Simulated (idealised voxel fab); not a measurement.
process module | voxel ribs on slabs
cross-section cut | 220 nm wide | cells 5 nm
A cross-section is a grid of square cells, given in bands from the top down. A band is one or more rows of cells.
Each band's line starts with the height of the band's top and of its bottom, in nm. Then come its materials from left to right, each with its width in nm. One material with "throughout" fills the band from edge to edge. "air" is empty space.
Height 0 is the level under which the wafer as received is all one material. The lowest band goes on downwards, as in "0 down".
A width such as "30 to 40" changes by the same amount from each row of cells to the next, from the band's top row to its bottom row.
"no change" after a step means that no cell of the cross-section changed.
closed voids: empty space of 8 cells or more with no open way to the top, each as width x height at its distance from the left edge, in nm
after a step's settings: what the simulator itself notes on the step
overlay nm, on a step with a mask: how far to the right of its planned place the mask lay; to the left if negative
plan
1 op RECEIVE | material Si
2 op DIRECTIONAL_DEP | material SiO2 | thk nm 20
3 op DIRECTIONAL_DEP | material polySi | thk nm 25
4 op PATTERN | tone cover | mask id RIB | material resist | width nm 25 | thk nm 20 | overlay nm 0
5 op DIRECTIONAL_ETCH | etch materials polySi | depth nm 5
6 op STRIP | etch materials resist
7 op MASKED_ETCH | tone cover | mask id SLAB | width nm 75 | etch materials polySi | depth nm 20 | overlay nm 0
8 op FILL_DEP | material SiO2 | thk nm 20
9 op CMP | height nm 55
10 op DIRECTIONAL_DEP | material W | thk nm 10
11 op DIRECTIONAL_DEP | material aC | thk nm 5
12 op PATTERN | tone cover | mask id HEATER | material resist | width nm 35 | thk nm 30 | overlay nm 0
13 op DIRECTIONAL_ETCH | etch materials aC | depth nm 10
14 op STRIP | etch materials resist
15 op DIRECTIONAL_ETCH | etch materials W | depth nm 10
16 op STRIP | etch materials aC
17 op CONFORMAL_DEP | material SiN | thk nm 5
varied across the wafers: thk nm of step 11. The plan shows the first wafer's value. All wafers start alike
first wafer as received, after step 1
  0 down: Si throughout
  closed voids: none
each wafer at the end: cells of each material gained (+) or lost (-) since it was received, then its closed voids
thk nm 5 | +48 SiN | +419 SiO2 | +14 W | +65 polySi | closed voids: none
thk nm 10 | +48 SiN | +419 SiO2 | +14 W | +65 polySi | closed voids: none
thk nm 15 | +44 SiN | +419 SiO2 | +88 W | +65 polySi | closed voids: none
thk nm 20 | +44 SiN | +419 SiO2 | +88 W | +65 polySi | closed voids: none
thk nm 25 | +44 SiN | +419 SiO2 | +88 W | +65 polySi | closed voids: none
